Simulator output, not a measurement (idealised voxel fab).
This is a process module. Its name is voxel released beams.
Cross-sectional view cut (width: 200 nm; square cell size: 5 nm).
We lay out every cross-section as a grid of square cells and spell it out in bands from the top down, where one band means one or more rows of cells. In this notation a band is specified by the heights of its top and bottom, in that order and in nm, after which its materials appear from left to right, each paired with its width in nm. The word "edge to edge" attached to a single material means that material fills the band from edge to edge; the word "empty" stands for empty space. For the purposes of this specification, 0 denotes the height below which the wafer in its as-received condition is composed wholly of one material, and the lowermost band, lacking a lower limit, extends downward without end, as expressed in "0 nm and below". A width such as "30..40" changes by the same amount from each row of cells to the next, from the band's top row to its bottom row. When a step is marked "nothing was modified", none of the cells in the cross-section changed during that step. For the entry "Closed internal voids", the listed items are empty spaces with no open way to the top whose size is 8 cells or more; each item follows the pattern width x height at distance, where distance is from the left edge and all three are in nm. On a step's line, text after the settings is the simulator commenting on that step. overlay nm: mask right of planned place by this much (step with mask). Neg. = left.

-- Steps planned for the process
1) RECEIVE: material Si
2) CONFORMAL_DEP: material SiN, thk nm 10
3) DIRECTIONAL_DEP: material SiO2, thk nm 20
4) MASKED_ETCH: tone open, mask id ANCHOR, width nm 30, etch materials SiO2, depth nm 20, overlay nm 0
5) CONFORMAL_DEP: material TiN, thk nm 10
6) DIRECTIONAL_DEP: material aC, thk nm 15
7) PATTERN: tone cover, mask id BEAM, material resist, width nm 100, thk nm 30, overlay nm 0
8) DIRECTIONAL_ETCH: etch materials aC, depth nm 15
9) STRIP: etch materials resist
10) DIRECTIONAL_ETCH: etch materials TiN, depth nm 10
11) STRIP: etch materials aC
12) STRIP: etch materials SiO2

-- As-received state of the wafer in cross-section, equivalent to post-step 1
- 0 nm and below  Si edge to edge
- Closed internal voids: none

-- One mistake in running the module, otherwise start and plan as above: cross-section at the end
- 40 nm to 30 nm  empty: 55, TiN: 5, empty: 10, TiN: 85, empty: 45
- 30 nm to 20 nm  empty: 50, TiN: 10, empty: 10, TiN: 10, empty: 120
- 20 nm to 10 nm  empty: 50, TiN: 30, empty: 120
- 10 nm to 0 nm  SiN edge to edge
- 0 nm and below  Si edge to edge
- Closed internal voids: none
Finding, execution versus plan: step 7 changed vs plan, executed as PATTERN: tone cover, mask id BEAM, material resist, width nm 100, thk nm 30, overlay nm 10
